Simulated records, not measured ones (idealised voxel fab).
Presented below is a process module, voxel trench capacitor.
190 nm wide, 5 nm square cells: that's cross-section cut.
Cross-section, as written here: a square-cell grid given band by band from the top down, where a band holds one or more rows of cells.
Quick guide to a band line: top height, bottom height (nm) up front; then every material left to right with its width in nm. Only one material and it's marked "throughout"? Then it fills the band edge to edge. And "empty" just means empty space.
Height 0 is the level under which the wafer as received is all one material. The lowest band goes on downwards, as in "from 0 down".
You'd read "30..40" like this: the band's top row of cells is as wide as the first number, its bottom row is as wide as the second, and going down, every row changes width by the same amount as the row before did.
Take "everything unchanged" at face value: in the step it is given for, the cross-section changed in none of its cells.
In the "Closed void listing" entry, you get each enclosed empty space of 8 cells or more, one with no open way to the top, written width x height at distance, distance from the left edge, in nm.
The remark found on a step's line after its settings is issued by the simulator itself and pertains to that step.
If you see "overlay nm" on a step's line and that step has a mask, it's telling you how far right of where it was planned the mask ended up; a negative number means it went left instead.

Intended process steps
1) RECEIVE | material Si
2) CONFORMAL_DEP | material SiN | thk nm 5
3) DIRECTIONAL_DEP | material aC | thk nm 15
4) PATTERN | tone open | mask id TRENCH | material resist | width nm 25 | pitch nm 40 | thk nm 35 | overlay nm 0
5) DIRECTIONAL_ETCH | etch materials aC | depth nm 15
6) STRIP | etch materials resist
7) DIRECTIONAL_ETCH | etch materials SiN | depth nm 5
8) DIRECTIONAL_ETCH | etch materials Si | depth nm 30
9) STRIP | etch materials aC
10) CONFORMAL_DEP | material HfO2 | thk nm 5
11) CONFORMAL_DEP | material TiN | thk nm 5
12) FILL_DEP | material W | thk nm 10
13) CMP | height nm 5

This is the cross-section of the wafer as we received it, i.e. after step 1
from 0 down = Si throughout
Closed void listing: none

Sectioned view, first of two wafers, at the close of the module, processed as intended in the plan
from 5 to 0 = SiN 60 nm, HfO2 5 nm, TiN 5 nm, W 5 nm, TiN 5 nm, HfO2 5 nm, SiN 15 nm, HfO2 5 nm, TiN 5 nm, W 5 nm, TiN 5 nm, HfO2 5 nm, SiN 65 nm
from 0 to -20 = Si 60 nm, HfO2 5 nm, TiN 5 nm, W 5 nm, TiN 5 nm, HfO2 5 nm, Si 15 nm, HfO2 5 nm, TiN 5 nm, W 5 nm, TiN 5 nm, HfO2 5 nm, Si 65 nm
from -20 to -25 = Si 60 nm, HfO2 5 nm, TiN 15 nm, HfO2 5 nm, Si 15 nm, HfO2 5 nm, TiN 15 nm, HfO2 5 nm, Si 65 nm
from -25 to -30 = Si 60 nm, HfO2 25 nm, Si 15 nm, HfO2 25 nm, Si 65 nm
from -30 down = Si throughout
Closed void listing: none

Second wafer at the end: like start, like plan, one mistake
from 25 to 15 = W throughout
from 15 to 10 = TiN 70 nm, W 5 nm, TiN 35 nm, W 5 nm, TiN 75 nm
from 10 to 5 = HfO2 65 nm, TiN 5 nm, W 5 nm, TiN 5 nm, HfO2 25 nm, TiN 5 nm, W 5 nm, TiN 5 nm, HfO2 70 nm
from 5 to 0 = SiN 60 nm, HfO2 5 nm, TiN 5 nm, W 5 nm, TiN 5 nm, HfO2 5 nm, SiN 15 nm, HfO2 5 nm, TiN 5 nm, W 5 nm, TiN 5 nm, HfO2 5 nm, SiN 65 nm
from 0 to -20 = Si 60 nm, HfO2 5 nm, TiN 5 nm, W 5 nm, TiN 5 nm, HfO2 5 nm, Si 15 nm, HfO2 5 nm, TiN 5 nm, W 5 nm, TiN 5 nm, HfO2 5 nm, Si 65 nm
from -20 to -25 = Si 60 nm, HfO2 5 nm, TiN 15 nm, HfO2 5 nm, Si 15 nm, HfO2 5 nm, TiN 15 nm, HfO2 5 nm, Si 65 nm
from -25 to -30 = Si 60 nm, HfO2 25 nm, Si 15 nm, HfO2 25 nm, Si 65 nm
from -30 down = Si throughout
Closed void listing: none
Which mistake was made when the wafer was run? it should be noted that step 13 of the plan was omitted and was not performed
In the final state, the cell counts of the second wafer exceed or fall short of those of the first for the following materials: HfO2 +32 | TiN +40 | W +80
